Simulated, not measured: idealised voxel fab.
process module | voxel double patterning
cross-section cut | 230 nm wide | cells 5 nm
A cross-section is a grid of square cells, given in bands from the top down. A band is one or more rows of cells.
Each band's line starts with the height of the band's top and of its bottom, in nm. Then come its materials from left to right, each with its width in nm. One material with "throughout" fills the band from edge to edge. "air" is empty space.
Height 0 is the level under which the wafer as received is all one material. The lowest band goes on downwards, as in "0 down".
A width such as "30 to 40" changes by the same amount from each row of cells to the next, from the band's top row to its bottom row.
"no change" after a step means that no cell of the cross-section changed.
closed voids: empty space of 8 cells or more with no open way to the top, each as width x height at its distance from the left edge, in nm
after a step's settings: what the simulator itself notes on the step
overlay nm, on a step with a mask: how far to the right of its planned place the mask lay; to the left if negative
plan
1 op RECEIVE | material Si
2 op CONFORMAL_DEP | material SiO2 | thk nm 10
3 op DIRECTIONAL_DEP | material TiN | thk nm 15
4 op DIRECTIONAL_DEP | material SiCN | thk nm 5
5 op MASKED_ETCH | tone open | mask id FIRST | width nm 15 | pitch nm 50 | etch materials SiCN | depth nm 5 | overlay nm 0
6 op PATTERN | tone open | mask id SECOND | material resist | width nm 15 | pitch nm 50 | thk nm 15 | overlay nm 0
7 op DIRECTIONAL_ETCH | etch materials SiCN | depth nm 5
8 op STRIP | etch materials resist
9 op DIRECTIONAL_ETCH | etch materials TiN | depth nm 15
10 op STRIP | etch materials SiCN
first wafer, as planned
as received, after step 1
  0 down: Si throughout
  closed voids: none
after step 2
  10 to 0: SiO2 throughout
  below 0: unchanged
after step 3
  25 to 10: TiN throughout
  below 10: unchanged
after step 4
  30 to 25: SiCN throughout
  below 25: unchanged
after step 5
  30 to 25: SiCN 55 | air 15 | SiCN 35 | air 15 | SiCN 35 | air 15 | SiCN 60
  below 25: unchanged
after step 6
  45 to 30: resist 80 | air 15 | resist 35 | air 15 | resist 85
  30 to 25: SiCN 55 | resist 15 | SiCN 35 | resist 15 | SiCN 35 | resist 15 | SiCN 60
  below 25: unchanged
after step 7
  45 to 30: resist 80 | air 15 | resist 35 | air 15 | resist 85
  30 to 25: SiCN 55 | resist 15 | SiCN 10 | air 15 | SiCN 10 | resist 15 | SiCN 10 | air 15 | SiCN 10 | resist 15 | SiCN 60
  below 25: unchanged
after step 8
  30 to 25: SiCN 55 | air 15 | SiCN 10 | air 15 | SiCN 10 | air 15 | SiCN 10 | air 15 | SiCN 10 | air 15 | SiCN 60
  below 25: unchanged
after step 9
  30 to 25: SiCN 55 | air 15 | SiCN 10 | air 15 | SiCN 10 | air 15 | SiCN 10 | air 15 | SiCN 10 | air 15 | SiCN 60
  25 to 10: TiN 55 | air 15 | TiN 10 | air 15 | TiN 10 | air 15 | TiN 10 | air 15 | TiN 10 | air 15 | TiN 60
  below 10: unchanged
after step 10
  25 to 10: TiN 55 | air 15 | TiN 10 | air 15 | TiN 10 | air 15 | TiN 10 | air 15 | TiN 10 | air 15 | TiN 60
  below 10: unchanged
second wafer: like start, like plan, one mistake. Through step 8 it matches the first wafer
when step 9 should have ended
  30 to 25: SiCN 55 | air 15 | SiCN 10 | air 15 | SiCN 10 | air 15 | SiCN 10 | air 15 | SiCN 10 | air 15 | SiCN 60
  25 to 20: TiN 55 | air 15 | TiN 10 | air 15 | TiN 10 | air 15 | TiN 10 | air 15 | TiN 10 | air 15 | TiN 60
  below 20: unchanged
when step 10 should have ended
  25 to 20: TiN 55 | air 15 | TiN 10 | air 15 | TiN 10 | air 15 | TiN 10 | air 15 | TiN 10 | air 15 | TiN 60
  below 20: unchanged
what went wrong: step 9 ran as: op DIRECTIONAL_ETCH | etch materials TiN | depth nm 5
at the end the second wafer has, in cells: 30 more of TiN
